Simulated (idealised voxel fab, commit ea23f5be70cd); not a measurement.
The process module that follows is named voxel wiring stack.
Cross-section cut spans 230 nm and uses square cells 5 nm in size.
Each cross-section below is a grid of square cells, stated as bands in top-down order, with one or more rows of cells making up each band. Look at the band entry: it leads with the top's height and the bottom's height in nm. Then it lists the materials left to right, with a width in nm for each. The word "full width" on a single material says that material fills the band edge to edge. The word "empty" is empty space. Height reference: 0 = level under which incoming wafer is all one material. Lowest band: no bottom, runs on downward, e.g. "z 0 and below". A two-number width, for instance "30->40", indicates that the width is equal to the first number in the top row of the band and to the second number in the bottom row, and that it changes by a constant amount per row of cells. The designation "changes: none", where it is given for a processing step, indicates that no cell of the cross-section was altered in the course of that step. Entry "Voids lacking openings". Content: empty spaces with no open connection to the top, size 8 cells or greater. Each: width x height at distance. Distance: from left edge. Unit: nm. If you see something after the settings on a step's line, that's the simulator's own remark about that step. The line of a step may include "overlay nm". On a step with a mask, this value is how far to the right of its planned place the mask lay. A negative value means the mask lay to the left.

**Planned step list for the process**
1) RECEIVE | material Si
2) CONFORMAL_DEP | material SiO2 | thk nm 10
3) DIRECTIONAL_DEP | material TiN | thk nm 5
4) DIRECTIONAL_DEP | material W | thk nm 25
5) MASKED_ETCH | tone cover | mask id METAL_1 | width nm 25 | pitch nm 40 | etch materials W | depth nm 25 | overlay nm 0
6) MASKED_ETCH | tone cover | mask id METAL_1 | width nm 25 | pitch nm 40 | etch materials TiN | depth nm 5 | overlay nm 0
7) CONFORMAL_DEP | material SiCN | thk nm 5
8) FILL_DEP | material lowk | thk nm 10
9) CMP | height nm 40
10) CONFORMAL_DEP | material SiCN | thk nm 5
11) DIRECTIONAL_DEP | material SiO2 | thk nm 10
12) PATTERN | tone open | mask id PLUG_1 | material resist | width nm 15 | thk nm 20 | overlay nm 0
13) DIRECTIONAL_ETCH | etch materials SiO2 | depth nm 10
14) DIRECTIONAL_ETCH | etch materials SiCN | depth nm 5
15) STRIP | etch materials resist
16) CONFORMAL_DEP | material TiN | thk nm 5
17) FILL_DEP | material Ru | thk nm 5
18) CMP | height nm 55
19) CONFORMAL_DEP | material SiCN | thk nm 5
20) DIRECTIONAL_DEP | material lowk | thk nm 25
21) MASKED_ETCH | tone open | mask id METAL_2 | width nm 25 | pitch nm 40 | etch materials lowk | depth nm 25 | overlay nm 0
22) MASKED_ETCH | tone open | mask id METAL_2 | width nm 25 | pitch nm 40 | etch materials SiCN | depth nm 5 | overlay nm 0
23) CONFORMAL_DEP | material TiN | thk nm 5
24) FILL_DEP | material Cu | thk nm 5
25) CMP | height nm 85
26) CONFORMAL_DEP | material SiCN | thk nm 5
27) DIRECTIONAL_DEP | material lowk | thk nm 10
28) MASKED_ETCH | tone open | mask id PLUG_2 | width nm 15 | etch materials lowk | depth nm 10 | overlay nm 0
29) MASKED_ETCH | tone open | mask id PLUG_2 | width nm 15 | etch materials SiCN | depth nm 5 | overlay nm 0
30) CONFORMAL_DEP | material TiN | thk nm 5
31) FILL_DEP | material Cu | thk nm 5
32) CMP | height nm 100
33) DIRECTIONAL_DEP | material TiN | thk nm 5
34) DIRECTIONAL_DEP | material W | thk nm 25
35) DIRECTIONAL_DEP | material aC | thk nm 10
36) PATTERN | tone cover | mask id METAL_3 | material resist | width nm 25 | pitch nm 40 | thk nm 25 | overlay nm 0
37) DIRECTIONAL_ETCH | etch materials aC | depth nm 10
38) STRIP | etch materials resist
39) DIRECTIONAL_ETCH | etch materials W | depth nm 25
40) DIRECTIONAL_ETCH | etch materials TiN | depth nm 5
41) STRIP | etch materials aC
42) FILL_DEP | material lowk | thk nm 10
43) CMP | height nm 130
44) CONFORMAL_DEP | material SiCN | thk nm 5
45) DIRECTIONAL_DEP | material lowk | thk nm 10
46) MASKED_ETCH | tone open | mask id PLUG_3 | width nm 15 | etch materials lowk | depth nm 10 | overlay nm 0
47) MASKED_ETCH | tone open | mask id PLUG_3 | width nm 15 | etch materials SiCN | depth nm 5 | overlay nm 0
48) CONFORMAL_DEP | material TiN | thk nm 5
49) FILL_DEP | material W | thk nm 10
50) CMP | height nm 145
51) CONFORMAL_DEP | material SiN | thk nm 5
52) DIRECTIONAL_DEP | material SiO2 | thk nm 25
53) MASKED_ETCH | tone open | mask id METAL_4 | width nm 25 | pitch nm 40 | etch materials SiO2 | depth nm 25 | overlay nm 0
54) MASKED_ETCH | tone open | mask id METAL_4 | width nm 25 | pitch nm 40 | etch materials SiN | depth nm 5 | overlay nm 0
55) CONFORMAL_DEP | material TiN | thk nm 5
56) FILL_DEP | material Ru | thk nm 10
57) CMP | height nm 175
58) EPI | material Ru | thk nm 5
59) FILL_DEP | material SiCN | thk nm 5

**As received (post step 1): cross-section**
> z 0 and below: Si full width
> Voids lacking openings: none

**Figure: cross-sectional view of the wafer upon completion of the module, processed from the initial state and according to the plan depicted above, with one error introduced during execution**
> z 185 to 180: SiCN full width
> z 180 to 175: 75 of SiCN; 35 of Ru; 5 of SiCN; 35 of Ru; 80 of SiCN
> z 175 to 150: 80 of SiO2; 5 of TiN; 15 of Ru; 5 of TiN; 15 of SiO2; 5 of TiN; 15 of Ru; 5 of TiN; 85 of SiO2
> z 150 to 145: 80 of SiN; 25 of TiN; 15 of SiN; 25 of TiN; 85 of SiN
> z 145 to 135: 80 of lowk; 5 of TiN; 5 of W; 5 of TiN; 135 of lowk
> z 135 to 130: 80 of SiCN; 15 of TiN; 135 of SiCN
> z 130 to 105: 80 of lowk; 25 of W; 15 of lowk; 25 of W; 85 of lowk
> z 105 to 100: 80 of lowk; 25 of TiN; 15 of lowk; 25 of TiN; 85 of lowk
> z 100 to 90: 80 of lowk; 5 of TiN; 5 of Cu; 5 of TiN; 135 of lowk
> z 90 to 85: 80 of SiCN; 15 of TiN; 135 of SiCN
> z 85 to 60: 80 of lowk; 5 of TiN; 15 of Cu; 5 of TiN; 15 of lowk; 5 of TiN; 15 of Cu; 5 of TiN; 85 of lowk
> z 60 to 55: 80 of SiCN; 25 of TiN; 15 of SiCN; 25 of TiN; 85 of SiCN
> z 55 to 45: 80 of SiO2; 5 of TiN; 5 of Ru; 5 of TiN; 135 of SiO2
> z 45 to 40: 80 of SiCN; 15 of TiN; 135 of SiCN
> z 40 to 20: 80 of W; 5 of SiCN; 15 of lowk; 5 of SiCN; 15 of W; 5 of SiCN; 15 of lowk; 5 of SiCN; 85 of W
> z 20 to 15: 80 of W; 25 of SiCN; 15 of W; 25 of SiCN; 85 of W
> z 15 to 10: TiN full width
> z 10 to 0: SiO2 full width
> z 0 and below: Si full width
> Voids lacking openings: none
Here's what went sideways: it should be noted that step 5 was executed with settings other than those planned, the operation and settings actually applied being MASKED_ETCH | tone open | mask id METAL_1 | width nm 25 | pitch nm 40 | etch materials W | depth nm 25 | overlay nm 0
